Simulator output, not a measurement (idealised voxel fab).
process module | voxel transistor to metal
cross-section cut | 210 nm wide | cells 5 nm
A cross-section is a grid of square cells, given in bands from the top down. A band is one or more rows of cells.
Each band's line starts with the height of the band's top and of its bottom, in nm. Then come its materials from left to right, each with its width in nm. One material with "throughout" fills the band from edge to edge. "air" is empty space.
Height 0 is the level under which the wafer as received is all one material. The lowest band goes on downwards, as in "0 down".
A width such as "30 to 40" changes by the same amount from each row of cells to the next, from the band's top row to its bottom row.
"no change" after a step means that no cell of the cross-section changed.
closed voids: empty space of 8 cells or more with no open way to the top, each as width x height at its distance from the left edge, in nm
after a step's settings: what the simulator itself notes on the step
overlay nm, on a step with a mask: how far to the right of its planned place the mask lay; to the left if negative
Each pair below shows a cross-section before one step and the cross-section after it, down to the lowest band that changed. The line under each pair gives the step between them, with its settings. The pairs can come from different runs of this module on the same starting wafer, so a pair continues from the pair above only where its "before" says so.
before
  0 down: Si throughout
  closed voids: none
after
  5 to 0: SiO2 throughout
  below 0: unchanged
  closed voids: none
the step between: op CONFORMAL_DEP | material SiO2 | thk nm 5
before: the cross-section after the pair above
after
  20 to 5: SiN throughout
  below 5: unchanged
  closed voids: none
the step between: op CONFORMAL_DEP | material SiN | thk nm 15
before: the cross-section after the pair above
after
  30 to 20: aC throughout
  below 20: unchanged
  closed voids: none
the step between: op DIRECTIONAL_DEP | material aC | thk nm 10
before: the cross-section after the pair above
after
  60 to 30: air 60 | resist 85 | air 65
  below 30: unchanged
  closed voids: none
the step between: op PATTERN | tone cover | mask id ACTIVE | material resist | width nm 85 | thk nm 30 | overlay nm 0
before: the cross-section after the pair above
after
  50 to 30: air 60 | resist 85 | air 65
  30 to 20: air 60 | aC 85 | air 65
  below 20: unchanged
  closed voids: none
the step between: op DIRECTIONAL_ETCH | etch materials aC | depth nm 10
before: the cross-section after the pair above
after
  30 to 20: air 60 | aC 85 | air 65
  below 20: unchanged
  closed voids: none
the step between: op STRIP | etch materials resist
before: the cross-section after the pair above
after
  30 to 20: air 60 | aC 85 | air 65
  20 to 5: air 60 | SiN 85 | air 65
  below 5: unchanged
  closed voids: none
the step between: op DIRECTIONAL_ETCH | etch materials SiN | depth nm 15
before: the cross-section after the pair above
after
  30 to 20: air 60 | aC 85 | air 65
  20 to 5: air 60 | SiN 85 | air 65
  5 to 0: air 60 | SiO2 85 | air 65
  below 0: unchanged
  closed voids: none
the step between: op DIRECTIONAL_ETCH | etch materials SiO2 | depth nm 5
before: the cross-section after the pair above
after
  30 to 20: air 60 | aC 85 | air 65
  20 to 5: air 60 | SiN 85 | air 65
  5 to 0: air 60 | SiO2 85 | air 65
  0 to -25: air 60 | Si 85 | air 65
  below -25: unchanged
  closed voids: none
the step between: op DIRECTIONAL_ETCH | etch materials Si | depth nm 25
before: the cross-section after the pair above
after
  20 to 5: air 60 | SiN 85 | air 65
  below 5: unchanged
  closed voids: none
the step between: op STRIP | etch materials aC
before: the cross-section after the pair above
after
  20 to 5: air 60 | SiN 85 | air 65
  5 to 0: air 60 | SiO2 85 | air 65
  0 to -25: air 60 | SiO2 5 | Si 75 | SiO2 5 | air 65
  -25 to -30: SiO2 65 | Si 75 | SiO2 70
  below -30: unchanged
  closed voids: none
the step between: op OXIDIZE | depth nm 5
before: the cross-section after the pair above
after
  35 to 20: SiO2 throughout
  20 to 5: SiO2 60 | SiN 85 | SiO2 65
  5 to 0: SiO2 throughout
  0 to -30: SiO2 65 | Si 75 | SiO2 70
  below -30: unchanged
  closed voids: none
the step between: op FILL_DEP | material SiO2 | thk nm 15
before: the cross-section after the pair above
after
  20 to 5: SiO2 60 | SiN 85 | SiO2 65
  below 5: unchanged
  closed voids: none
the step between: op CMP | height nm 20
before: the cross-section after the pair above
after
  20 to 15: air 60 | SiN 85 | air 65
  below 15: unchanged
  closed voids: none
the step between: op SELECTIVE_ETCH | etch materials SiO2 | depth nm 5
before: the cross-section after the pair above
after
  15 to 5: SiO2 60 | air 85 | SiO2 65
  below 5: unchanged
  closed voids: none
the step between: op STRIP | etch materials SiN
before: the cross-section after the pair above
after
  10 to 0: SiO2 55 | air 95 | SiO2 60
  below 0: unchanged
  closed voids: none
the step between: op SELECTIVE_ETCH | etch materials SiO2 | depth nm 5
before: the cross-section after the pair above
after
  10 to 0: SiO2 55 | air 95 | SiO2 60
  0 to -5: SiO2 throughout
  below -5: unchanged
  closed voids: none
the step between: op OXIDIZE | depth nm 5
before: the cross-section after the pair above
after
  30 to 20: polySi 55 | air 95 | polySi 60
  20 to 10: polySi throughout
  10 to 0: SiO2 55 | polySi 95 | SiO2 60
  below 0: unchanged
  closed voids: none
the step between: op DIRECTIONAL_DEP | material polySi | thk nm 20
before: the cross-section after the pair above
after
  45 to 35: SiCN 55 | air 95 | SiCN 60
  35 to 30: SiCN throughout
  30 to 20: polySi 55 | SiCN 95 | polySi 60
  below 20: unchanged
  closed voids: none
the step between: op DIRECTIONAL_DEP | material SiCN | thk nm 15
before: the cross-section after the pair above
after
  35 to 30: air 95 | SiCN 15 | air 100
  30 to 20: polySi 55 | air 40 | SiCN 15 | air 40 | polySi 60
  below 20: unchanged
  closed voids: none
the step between: op MASKED_ETCH | tone cover | mask id GATE | width nm 15 | etch materials SiCN | depth nm 25 | overlay nm 0
before: the cross-section after the pair above
after
  35 to 20: air 95 | SiCN 15 | air 100
  20 to 10: air 95 | polySi 15 | air 100
  10 to 0: SiO2 55 | air 40 | polySi 15 | air 40 | SiO2 60
  below 0: unchanged
  closed voids: none
the step between: op MASKED_ETCH | tone cover | mask id GATE | width nm 15 | etch materials polySi | depth nm 30 | overlay nm 0
before: the cross-section after the pair above
after
  40 to 35: air 90 | SiO2 25 | air 95
  35 to 20: air 90 | SiO2 5 | SiCN 15 | SiO2 5 | air 95
  20 to 15: air 90 | SiO2 5 | polySi 15 | SiO2 5 | air 95
  15 to 5: SiO2 60 | air 30 | SiO2 5 | polySi 15 | SiO2 5 | air 30 | SiO2 65
  5 to 0: SiO2 95 | polySi 15 | SiO2 100
  below 0: unchanged
  closed voids: none
the step between: op CONFORMAL_DEP | material SiO2 | thk nm 5
before: the cross-section after the pair above
after
  35 to 20: air 90 | SiO2 5 | SiCN 15 | SiO2 5 | air 95
  20 to 10: air 90 | SiO2 5 | polySi 15 | SiO2 5 | air 95
  10 to 0: SiO2 60 | air 30 | SiO2 5 | polySi 15 | SiO2 5 | air 30 | SiO2 65
  below 0: unchanged
  closed voids: none
the step between: op DIRECTIONAL_ETCH | etch materials SiO2 | depth nm 5
before: the cross-section after the pair above
after
  40 to 35: air 85 | SiN 35 | air 90
  35 to 20: air 85 | SiN 5 | SiO2 5 | SiCN 15 | SiO2 5 | SiN 5 | air 90
  20 to 15: air 85 | SiN 5 | SiO2 5 | polySi 15 | SiO2 5 | SiN 5 | air 90
  15 to 10: SiN 65 | air 20 | SiN 5 | SiO2 5 | polySi 15 | SiO2 5 | SiN 5 | air 20 | SiN 70
  10 to 5: SiO2 60 | SiN 5 | air 20 | SiN 5 | SiO2 5 | polySi 15 | SiO2 5 | SiN 5 | air 20 | SiN 5 | SiO2 65
  5 to 0: SiO2 60 | SiN 30 | SiO2 5 | polySi 15 | SiO2 5 | SiN 30 | SiO2 65
  below 0: unchanged
  closed voids: none
the step between: op CONFORMAL_DEP | material SiN | thk nm 5
before: the cross-section after the pair above
after
  35 to 20: air 85 | SiN 5 | SiO2 5 | SiCN 15 | SiO2 5 | SiN 5 | air 90
  20 to 10: air 85 | SiN 5 | SiO2 5 | polySi 15 | SiO2 5 | SiN 5 | air 90
  10 to 0: SiO2 60 | SiN 5 | air 20 | SiN 5 | SiO2 5 | polySi 15 | SiO2 5 | SiN 5 | air 20 | SiN 5 | SiO2 65
  below 0: unchanged
  closed voids: none
the step between: op DIRECTIONAL_ETCH | etch materials SiN | depth nm 5
before: the cross-section after the pair above
after
  35 to 30: air 85 | SiN 5 | air 5 | SiCN 15 | air 5 | SiN 5 | air 90
  30 to 20: air 85 | SiN 5 | SiO2 5 | SiCN 15 | SiO2 5 | SiN 5 | air 90
  20 to 10: air 85 | SiN 5 | SiO2 5 | polySi 15 | SiO2 5 | SiN 5 | air 90
  10 to 5: air 60 | SiN 5 | air 20 | SiN 5 | SiO2 5 | polySi 15 | SiO2 5 | SiN 5 | air 20 | SiN 5 | air 65
  5 to 0: SiO2 60 | SiN 5 | air 20 | SiN 5 | SiO2 5 | polySi 15 | SiO2 5 | SiN 5 | air 20 | SiN 5 | SiO2 65
  0 to -5: SiO2 65 | air 20 | SiO2 35 | air 20 | SiO2 70
  below -5: unchanged
  closed voids: none
the step between: op DIRECTIONAL_ETCH | etch materials SiO2 | depth nm 5
before: the cross-section after the pair above
after
  35 to 30: air 85 | SiN 5 | air 5 | SiCN 15 | air 5 | SiN 5 | air 90
  30 to 20: air 85 | SiN 5 | SiO2 5 | SiCN 15 | SiO2 5 | SiN 5 | air 90
  20 to 10: air 85 | SiN 5 | SiO2 5 | polySi 15 | SiO2 5 | SiN 5 | air 90
  10 to 5: air 60 | SiN 5 | air 20 | SiN 5 | SiO2 5 | polySi 15 | SiO2 5 | SiN 5 | air 20 | SiN 5 | air 65
  5 to 0: SiO2 60 | SiN 5 | air 20 | SiN 5 | SiO2 5 | polySi 15 | SiO2 5 | SiN 5 | air 20 | SiN 5 | SiO2 65
  0 to -5: SiO2 65 | air 20 | SiO2 35 | air 20 | SiO2 70
  -5 to -10: SiO2 65 | air 20 | Si 35 | air 20 | SiO2 70
  below -10: unchanged
  closed voids: none
the step between: op DIRECTIONAL_ETCH | etch materials Si | depth nm 5
before: the cross-section after the pair above
after
  35 to 30: air 85 | SiN 5 | air 5 | SiCN 15 | air 5 | SiN 5 | air 90
  30 to 20: air 85 | SiN 5 | SiO2 5 | SiCN 15 | SiO2 5 | SiN 5 | air 90
  20 to 10: air 85 | SiN 5 | SiO2 5 | polySi 15 | SiO2 5 | SiN 5 | air 90
  10 to 5: air 60 | SiN 5 | air 20 | SiN 5 | SiO2 5 | polySi 15 | SiO2 5 | SiN 5 | air 20 | SiN 5 | air 65
  5 to 0: SiO2 60 | SiN 5 | air 10 | pSi 10 | SiN 5 | SiO2 5 | polySi 15 | SiO2 5 | SiN 5 | pSi 10 | air 10 | SiN 5 | SiO2 65
  0 to -5: SiO2 65 | pSi 20 | SiO2 35 | pSi 20 | SiO2 70
  -5 to -10: SiO2 65 | pSi 20 | Si 35 | pSi 20 | SiO2 70
  below -10: unchanged
  closed voids: none
the step between: op EPI | material pSi | thk nm 10
before: the cross-section after the pair above
after
  40 to 35: SiO2 throughout
  35 to 20: SiO2 85 | SiN 5 | SiO2 5 | SiCN 15 | SiO2 5 | SiN 5 | SiO2 90
  20 to 10: SiO2 85 | SiN 5 | SiO2 5 | polySi 15 | SiO2 5 | SiN 5 | SiO2 90
  10 to 5: SiO2 60 | SiN 5 | SiO2 20 | SiN 5 | SiO2 5 | polySi 15 | SiO2 5 | SiN 5 | SiO2 20 | SiN 5 | SiO2 65
  5 to 0: SiO2 60 | SiN 5 | SiO2 10 | pSi 10 | SiN 5 | SiO2 5 | polySi 15 | SiO2 5 | SiN 5 | pSi 10 | SiO2 10 | SiN 5 | SiO2 65
  below 0: unchanged
  closed voids: none
the step between: op FILL_DEP | material SiO2 | thk nm 5
before: the cross-section after the pair above
after
  35 to 20: SiO2 85 | SiN 5 | SiO2 5 | SiCN 15 | SiO2 5 | SiN 5 | SiO2 90
  below 20: unchanged
  closed voids: none
the step between: op CMP | height nm 35
before: the cross-section after the pair above
after
  50 to 35: SiO2 throughout
  below 35: unchanged
  closed voids: none
the step between: op DIRECTIONAL_DEP | material SiO2 | thk nm 15
before: the cross-section after the pair above
after
  65 to 50: resist 65 | air 25 | resist 25 | air 25 | resist 70
  below 50: unchanged
  closed voids: none
the step between: op PATTERN | tone open | mask id CONTACT | material resist | width nm 25 | pitch nm 50 | thk nm 15 | overlay nm 0
before: the cross-section after the pair above
after
  65 to 50: resist 65 | air 25 | resist 25 | air 25 | resist 70
  50 to 35: SiO2 65 | air 25 | SiO2 25 | air 25 | SiO2 70
  35 to 20: SiO2 65 | air 20 | SiN 5 | SiO2 5 | SiCN 15 | SiO2 5 | SiN 5 | air 20 | SiO2 70
  20 to 10: SiO2 65 | air 20 | SiN 5 | SiO2 5 | polySi 15 | SiO2 5 | SiN 5 | air 20 | SiO2 70
  10 to 5: SiO2 60 | SiN 5 | air 20 | SiN 5 | SiO2 5 | polySi 15 | SiO2 5 | SiN 5 | air 20 | SiN 5 | SiO2 65
  5 to 0: SiO2 60 | SiN 5 | air 10 | pSi 10 | SiN 5 | SiO2 5 | polySi 15 | SiO2 5 | SiN 5 | pSi 10 | air 10 | SiN 5 | SiO2 65
  below 0: unchanged
  closed voids: none
the step between: op DIRECTIONAL_ETCH | etch materials SiO2 | depth nm 50
before: the cross-section after the pair above
after
  50 to 35: SiO2 65 | air 25 | SiO2 25 | air 25 | SiO2 70
  below 35: unchanged
  closed voids: none
the step between: op STRIP | etch materials resist
before: the cross-section after the pair above
after
  55 to 50: TiN 70 | air 15 | TiN 35 | air 15 | TiN 75
  50 to 40: SiO2 65 | TiN 5 | air 15 | TiN 5 | SiO2 25 | TiN 5 | air 15 | TiN 5 | SiO2 70
  40 to 35: SiO2 65 | TiN 5 | air 10 | TiN 10 | SiO2 25 | TiN 10 | air 10 | TiN 5 | SiO2 70
  35 to 20: SiO2 65 | TiN 5 | air 10 | TiN 5 | SiN 5 | SiO2 5 | SiCN 15 | SiO2 5 | SiN 5 | TiN 5 | air 10 | TiN 5 | SiO2 70
  20 to 10: SiO2 65 | TiN 5 | air 10 | TiN 5 | SiN 5 | SiO2 5 | polySi 15 | SiO2 5 | SiN 5 | TiN 5 | air 10 | TiN 5 | SiO2 70
  10 to 5: SiO2 60 | SiN 5 | TiN 20 | SiN 5 | SiO2 5 | polySi 15 | SiO2 5 | SiN 5 | TiN 20 | SiN 5 | SiO2 65
  5 to 0: SiO2 60 | SiN 5 | TiN 10 | pSi 10 | SiN 5 | SiO2 5 | polySi 15 | SiO2 5 | SiN 5 | pSi 10 | TiN 10 | SiN 5 | SiO2 65
  below 0: unchanged
  closed voids: none
the step between: op CONFORMAL_DEP | material TiN | thk nm 5
before: the cross-section after the pair above
after
  65 to 55: Ru throughout
  55 to 50: TiN 70 | Ru 15 | TiN 35 | Ru 15 | TiN 75
  50 to 40: SiO2 65 | TiN 5 | Ru 15 | TiN 5 | SiO2 25 | TiN 5 | Ru 15 | TiN 5 | SiO2 70
  40 to 35: SiO2 65 | TiN 5 | Ru 10 | TiN 10 | SiO2 25 | TiN 10 | Ru 10 | TiN 5 | SiO2 70
  35 to 20: SiO2 65 | TiN 5 | Ru 10 | TiN 5 | SiN 5 | SiO2 5 | SiCN 15 | SiO2 5 | SiN 5 | TiN 5 | Ru 10 | TiN 5 | SiO2 70
  20 to 10: SiO2 65 | TiN 5 | Ru 10 | TiN 5 | SiN 5 | SiO2 5 | polySi 15 | SiO2 5 | SiN 5 | TiN 5 | Ru 10 | TiN 5 | SiO2 70
  below 10: unchanged
  closed voids: none
the step between: op FILL_DEP | material Ru | thk nm 10
before: the cross-section after the pair above
after
  50 to 40: SiO2 65 | TiN 5 | Ru 15 | TiN 5 | SiO2 25 | TiN 5 | Ru 15 | TiN 5 | SiO2 70
  below 40: unchanged
  closed voids: none
the step between: op CMP | height nm 50
before: the cross-section after the pair above
after
  55 to 50: SiCN throughout
  below 50: unchanged
  closed voids: none
the step between: op CONFORMAL_DEP | material SiCN | thk nm 5
before: the cross-section after the pair above
after
  70 to 55: lowk throughout
  below 55: unchanged
  closed voids: none
the step between: op DIRECTIONAL_DEP | material lowk | thk nm 15
before: the cross-section after the pair above
after
  85 to 70: aC throughout
  below 70: unchanged
  closed voids: none
the step between: op DIRECTIONAL_DEP | material aC | thk nm 15
before: the cross-section after the pair above
after
  115 to 85: resist 65 | air 15 | resist 45 | air 15 | resist 70
  below 85: unchanged
  closed voids: none
the step between: op PATTERN | tone open | mask id METAL_1 | material resist | width nm 15 | pitch nm 60 | thk nm 30 | overlay nm 0
before: the cross-section after the pair above
after
  100 to 85: resist 65 | air 15 | resist 45 | air 15 | resist 70
  85 to 70: aC 65 | air 15 | aC 45 | air 15 | aC 70
  below 70: unchanged
  closed voids: none
the step between: op DIRECTIONAL_ETCH | etch materials aC | depth nm 15
before: the cross-section after the pair above
after
  85 to 70: aC 65 | air 15 | aC 45 | air 15 | aC 70
  below 70: unchanged
  closed voids: none
the step between: op STRIP | etch materials resist
before: the cross-section after the pair above
after
  85 to 70: aC 65 | air 15 | aC 45 | air 15 | aC 70
  70 to 55: lowk 65 | air 15 | lowk 45 | air 15 | lowk 70
  below 55: unchanged
  closed voids: none
the step between: op DIRECTIONAL_ETCH | etch materials lowk | depth nm 15
before: the cross-section after the pair above
after
  85 to 70: aC 65 | air 15 | aC 45 | air 15 | aC 70
  70 to 55: lowk 65 | air 15 | lowk 45 | air 15 | lowk 70
  55 to 50: SiCN 65 | air 15 | SiCN 45 | air 15 | SiCN 70
  below 50: unchanged
  closed voids: none
the step between: op DIRECTIONAL_ETCH | etch materials SiCN | depth nm 5
before: the cross-section after the pair above
after
  70 to 55: lowk 65 | air 15 | lowk 45 | air 15 | lowk 70
  below 55: unchanged
  closed voids: none
the step between: op STRIP | etch materials aC
before: the cross-section after the pair above
after
  75 to 70: TiN 70 | air 5 | TiN 55 | air 5 | TiN 75
  70 to 55: lowk 65 | TiN 5 | air 5 | TiN 5 | lowk 45 | TiN 5 | air 5 | TiN 5 | lowk 70
  55 to 50: SiCN 65 | TiN 15 | SiCN 45 | TiN 15 | SiCN 70
  below 50: unchanged
  closed voids: none
the step between: op CONFORMAL_DEP | material TiN | thk nm 5
before: the cross-section after the pair above
after
  85 to 75: Ru throughout
  75 to 70: TiN 70 | Ru 5 | TiN 55 | Ru 5 | TiN 75
  70 to 55: lowk 65 | TiN 5 | Ru 5 | TiN 5 | lowk 45 | TiN 5 | Ru 5 | TiN 5 | lowk 70
  below 55: unchanged
  closed voids: none
the step between: op FILL_DEP | material Ru | thk nm 10
before: the cross-section after the pair above
after
  70 to 55: lowk 65 | TiN 5 | Ru 5 | TiN 5 | lowk 45 | TiN 5 | Ru 5 | TiN 5 | lowk 70
  below 55: unchanged
  closed voids: none
the step between: op CMP | height nm 70
before: the cross-section after the pair above
after
  75 to 70: SiCN throughout
  below 70: unchanged
  closed voids: none
the step between: op CONFORMAL_DEP | material SiCN | thk nm 5
before: the cross-section after the pair above
after
  110 to 75: SiO2 throughout
  below 75: unchanged
  closed voids: none
the step between: op DIRECTIONAL_DEP | material SiO2 | thk nm 35
before: the cross-section after the pair above
after
  125 to 110: aC throughout
  below 110: unchanged
  closed voids: none
the step between: op DIRECTIONAL_DEP | material aC | thk nm 15
before: the cross-section after the pair above
after
  160 to 125: resist 65 | air 15 | resist 45 | air 15 | resist 70
  below 125: unchanged
  closed voids: none
the step between: op PATTERN | tone open | mask id METAL_2 | material resist | width nm 15 | pitch nm 60 | thk nm 35 | overlay nm 0
before: the cross-section after the pair above
after
  145 to 125: resist 65 | air 15 | resist 45 | air 15 | resist 70
  125 to 110: aC 65 | air 15 | aC 45 | air 15 | aC 70
  below 110: unchanged
  closed voids: none
the step between: op DIRECTIONAL_ETCH | etch materials aC | depth nm 15
before: the cross-section after the pair above
after
  125 to 110: aC 65 | air 15 | aC 45 | air 15 | aC 70
  below 110: unchanged
  closed voids: none
the step between: op STRIP | etch materials resist
before: the cross-section after the pair above
after
  125 to 110: aC 65 | air 15 | aC 45 | air 15 | aC 70
  110 to 90: SiO2 65 | air 15 | SiO2 45 | air 15 | SiO2 70
  below 90: unchanged
  closed voids: none
the step between: op DIRECTIONAL_ETCH | etch materials SiO2 | depth nm 20
before: the cross-section after the pair above
after
  110 to 90: SiO2 65 | air 15 | SiO2 45 | air 15 | SiO2 70
  below 90: unchanged
  closed voids: none
the step between: op STRIP | etch materials aC
before: the cross-section after the pair above
after
  110 to 75: SiO2 65 | air 15 | SiO2 45 | air 15 | SiO2 70
  below 75: unchanged
  closed voids: none
the step between: op MASKED_ETCH | tone open | mask id METAL_2_HOLES | width nm 15 | pitch nm 60 | etch materials SiO2 | depth nm 15 | overlay nm 0
before: the cross-section after the pair above
after
  110 to 75: SiO2 65 | air 15 | SiO2 45 | air 15 | SiO2 70
  75 to 70: SiCN 65 | air 15 | SiCN 45 | air 15 | SiCN 70
  below 70: unchanged
  closed voids: none
the step between: op MASKED_ETCH | tone open | mask id METAL_2_HOLES | width nm 15 | pitch nm 60 | etch materials SiCN | depth nm 5 | overlay nm 0
before: the cross-section after the pair above
after
  115 to 110: TiN 70 | air 5 | TiN 55 | air 5 | TiN 75
  110 to 75: SiO2 65 | TiN 5 | air 5 | TiN 5 | SiO2 45 | TiN 5 | air 5 | TiN 5 | SiO2 70
  75 to 70: SiCN 65 | TiN 15 | SiCN 45 | TiN 15 | SiCN 70
  below 70: unchanged
  closed voids: none
the step between: op CONFORMAL_DEP | material TiN | thk nm 5
before: the cross-section after the pair above
after
  120 to 115: Cu throughout
  115 to 110: TiN 70 | Cu 5 | TiN 55 | Cu 5 | TiN 75
  110 to 75: SiO2 65 | TiN 5 | Cu 5 | TiN 5 | SiO2 45 | TiN 5 | Cu 5 | TiN 5 | SiO2 70
  below 75: unchanged
  closed voids: none
the step between: op FILL_DEP | material Cu | thk nm 5
before: the cross-section after the pair above
after
  110 to 75: SiO2 65 | TiN 5 | Cu 5 | TiN 5 | SiO2 45 | TiN 5 | Cu 5 | TiN 5 | SiO2 70
  below 75: unchanged
  closed voids: none
the step between: op CMP | height nm 110
before: the cross-section after the pair above
after
  115 to 110: SiN throughout
  below 110: unchanged
  closed voids: none
the step between: op CONFORMAL_DEP | material SiN | thk nm 5
before
  35 to 20: air 95 | SiCN 15 | air 100
  20 to 10: air 95 | polySi 15 | air 100
  10 to 0: SiO2 55 | air 40 | polySi 15 | air 40 | SiO2 60
  0 to -5: SiO2 throughout
  -5 to -30: SiO2 65 | Si 75 | SiO2 70
  -30 down: Si throughout
  closed voids: none
after
  35 to 20: air 95 | SiCN 15 | air 100
  20 to 5: air 95 | polySi 15 | air 100
  5 to 0: SiO2 55 | air 40 | polySi 15 | air 40 | SiO2 60
  0 to -5: SiO2 55 | air 40 | SiO2 15 | air 40 | SiO2 60
  below -5: unchanged
  closed voids: none
the step between: op DIRECTIONAL_ETCH | etch materials SiO2 | depth nm 5
before: the cross-section after the pair above
after
  40 to 35: air 90 | SiN 25 | air 95
  35 to 20: air 90 | SiN 5 | SiCN 15 | SiN 5 | air 95
  20 to 10: air 90 | SiN 5 | polySi 15 | SiN 5 | air 95
  10 to 5: SiN 60 | air 30 | SiN 5 | polySi 15 | SiN 5 | air 30 | SiN 65
  5 to 0: SiO2 55 | SiN 5 | air 30 | SiN 5 | polySi 15 | SiN 5 | air 30 | SiN 5 | SiO2 60
  0 to -5: SiO2 55 | SiN 40 | SiO2 15 | SiN 40 | SiO2 60
  below -5: unchanged
  closed voids: none
the step between: op CONFORMAL_DEP | material SiN | thk nm 5
before: the cross-section after the pair above
after
  35 to 20: air 90 | SiN 5 | SiCN 15 | SiN 5 | air 95
  20 to 5: air 90 | SiN 5 | polySi 15 | SiN 5 | air 95
  5 to 0: SiO2 55 | SiN 5 | air 30 | SiN 5 | polySi 15 | SiN 5 | air 30 | SiN 5 | SiO2 60
  0 to -5: SiO2 55 | SiN 5 | air 30 | SiN 5 | SiO2 15 | SiN 5 | air 30 | SiN 5 | SiO2 60
  below -5: unchanged
  closed voids: none
the step between: op DIRECTIONAL_ETCH | etch materials SiN | depth nm 5
before: the cross-section after the pair above
after
  35 to 20: air 90 | SiN 5 | SiCN 15 | SiN 5 | air 95
  20 to 5: air 90 | SiN 5 | polySi 15 | SiN 5 | air 95
  5 to 0: air 55 | SiN 5 | air 30 | SiN 5 | polySi 15 | SiN 5 | air 30 | SiN 5 | air 60
  0 to -5: SiO2 55 | SiN 5 | air 30 | SiN 5 | SiO2 15 | SiN 5 | air 30 | SiN 5 | SiO2 60
  -5 to -10: SiO2 60 | air 5 | Si 75 | air 5 | SiO2 65
  below -10: unchanged
  closed voids: none
the step between: op DIRECTIONAL_ETCH | etch materials SiO2 | depth nm 5
before: the cross-section after the pair above
after
  35 to 20: air 90 | SiN 5 | SiCN 15 | SiN 5 | air 95
  20 to 5: air 90 | SiN 5 | polySi 15 | SiN 5 | air 95
  5 to 0: air 55 | SiN 5 | air 30 | SiN 5 | polySi 15 | SiN 5 | air 30 | SiN 5 | air 60
  0 to -5: SiO2 55 | SiN 5 | air 30 | SiN 5 | SiO2 15 | SiN 5 | air 30 | SiN 5 | SiO2 60
  -5 to -10: SiO2 60 | air 30 | Si 25 | air 30 | SiO2 65
  below -10: unchanged
  closed voids: none
the step between: op DIRECTIONAL_ETCH | etch materials Si | depth nm 5
before: the cross-section after the pair above
after
  35 to 20: air 90 | SiN 5 | SiCN 15 | SiN 5 | air 95
  20 to 5: air 90 | SiN 5 | polySi 15 | SiN 5 | air 95
  5 to 0: air 55 | SiN 5 | air 20 | pSi 10 | SiN 5 | polySi 15 | SiN 5 | pSi 10 | air 20 | SiN 5 | air 60
  0 to -5: SiO2 55 | SiN 5 | pSi 30 | SiN 5 | SiO2 15 | SiN 5 | pSi 30 | SiN 5 | SiO2 60
  -5 to -10: SiO2 60 | pSi 30 | Si 25 | pSi 30 | SiO2 65
  below -10: unchanged
  closed voids: none
the step between: op EPI | material pSi | thk nm 10
before: the cross-section after the pair above
after
  40 to 35: SiO2 throughout
  35 to 20: SiO2 90 | SiN 5 | SiCN 15 | SiN 5 | SiO2 95
  20 to 5: SiO2 90 | SiN 5 | polySi 15 | SiN 5 | SiO2 95
  5 to 0: SiO2 55 | SiN 5 | SiO2 20 | pSi 10 | SiN 5 | polySi 15 | SiN 5 | pSi 10 | SiO2 20 | SiN 5 | SiO2 60
  below 0: unchanged
  closed voids: none
the step between: op FILL_DEP | material SiO2 | thk nm 5
before: the cross-section after the pair above
after
  35 to 20: SiO2 90 | SiN 5 | SiCN 15 | SiN 5 | SiO2 95
  below 20: unchanged
  closed voids: none
the step between: op CMP | height nm 35
before: the cross-section after the pair above
after
  50 to 35: SiO2 throughout
  below 35: unchanged
  closed voids: none
the step between: op DIRECTIONAL_DEP | material SiO2 | thk nm 15
before: the cross-section after the pair above
after
  65 to 50: resist 65 | air 25 | resist 25 | air 25 | resist 70
  below 50: unchanged
  closed voids: none
the step between: op PATTERN | tone open | mask id CONTACT | material resist | width nm 25 | pitch nm 50 | thk nm 15 | overlay nm 0
before: the cross-section after the pair above
after
  65 to 50: resist 65 | air 25 | resist 25 | air 25 | resist 70
  50 to 35: SiO2 65 | air 25 | SiO2 25 | air 25 | SiO2 70
  35 to 20: SiO2 65 | air 25 | SiN 5 | SiCN 15 | SiN 5 | air 25 | SiO2 70
  20 to 5: SiO2 65 | air 25 | SiN 5 | polySi 15 | SiN 5 | air 25 | SiO2 70
  5 to 0: SiO2 55 | SiN 5 | SiO2 5 | air 15 | pSi 10 | SiN 5 | polySi 15 | SiN 5 | pSi 10 | air 15 | SiO2 5 | SiN 5 | SiO2 60
  below 0: unchanged
  closed voids: none
the step between: op DIRECTIONAL_ETCH | etch materials SiO2 | depth nm 50
before: the cross-section after the pair above
after
  50 to 35: SiO2 65 | air 25 | SiO2 25 | air 25 | SiO2 70
  below 35: unchanged
  closed voids: none
the step between: op STRIP | etch materials resist
before: the cross-section after the pair above
after
  55 to 50: TiN 70 | air 15 | TiN 35 | air 15 | TiN 75
  50 to 35: SiO2 65 | TiN 5 | air 15 | TiN 5 | SiO2 25 | TiN 5 | air 15 | TiN 5 | SiO2 70
  35 to 20: SiO2 65 | TiN 5 | air 15 | TiN 5 | SiN 5 | SiCN 15 | SiN 5 | TiN 5 | air 15 | TiN 5 | SiO2 70
  20 to 10: SiO2 65 | TiN 5 | air 15 | TiN 5 | SiN 5 | polySi 15 | SiN 5 | TiN 5 | air 15 | TiN 5 | SiO2 70
  10 to 5: SiO2 65 | TiN 5 | air 5 | TiN 15 | SiN 5 | polySi 15 | SiN 5 | TiN 15 | air 5 | TiN 5 | SiO2 70
  5 to 0: SiO2 55 | SiN 5 | SiO2 5 | TiN 15 | pSi 10 | SiN 5 | polySi 15 | SiN 5 | pSi 10 | TiN 15 | SiO2 5 | SiN 5 | SiO2 60
  below 0: unchanged
  closed voids: none
the step between: op CONFORMAL_DEP | material TiN | thk nm 5
before: the cross-section after the pair above
after
  65 to 55: Ru throughout
  55 to 50: TiN 70 | Ru 15 | TiN 35 | Ru 15 | TiN 75
  50 to 35: SiO2 65 | TiN 5 | Ru 15 | TiN 5 | SiO2 25 | TiN 5 | Ru 15 | TiN 5 | SiO2 70
  35 to 20: SiO2 65 | TiN 5 | Ru 15 | TiN 5 | SiN 5 | SiCN 15 | SiN 5 | TiN 5 | Ru 15 | TiN 5 | SiO2 70
  20 to 10: SiO2 65 | TiN 5 | Ru 15 | TiN 5 | SiN 5 | polySi 15 | SiN 5 | TiN 5 | Ru 15 | TiN 5 | SiO2 70
  10 to 5: SiO2 65 | TiN 5 | Ru 5 | TiN 15 | SiN 5 | polySi 15 | SiN 5 | TiN 15 | Ru 5 | TiN 5 | SiO2 70
  below 5: unchanged
  closed voids: none
the step between: op FILL_DEP | material Ru | thk nm 10
before: the cross-section after the pair above
after
  50 to 35: SiO2 65 | TiN 5 | Ru 15 | TiN 5 | SiO2 25 | TiN 5 | Ru 15 | TiN 5 | SiO2 70
  below 35: unchanged
  closed voids: none
the step between: op CMP | height nm 50
before: the cross-section after the pair above
after
  55 to 50: SiCN throughout
  below 50: unchanged
  closed voids: none
the step between: op CONFORMAL_DEP | material SiCN | thk nm 5
before: the cross-section after the pair above
after
  70 to 55: lowk throughout
  below 55: unchanged
  closed voids: none
the step between: op DIRECTIONAL_DEP | material lowk | thk nm 15
before: the cross-section after the pair above
after
  85 to 70: aC throughout
  below 70: unchanged
  closed voids: none
the step between: op DIRECTIONAL_DEP | material aC | thk nm 15
before: the cross-section after the pair above
after
  115 to 85: resist 65 | air 15 | resist 45 | air 15 | resist 70
  below 85: unchanged
  closed voids: none
the step between: op PATTERN | tone open | mask id METAL_1 | material resist | width nm 15 | pitch nm 60 | thk nm 30 | overlay nm 0
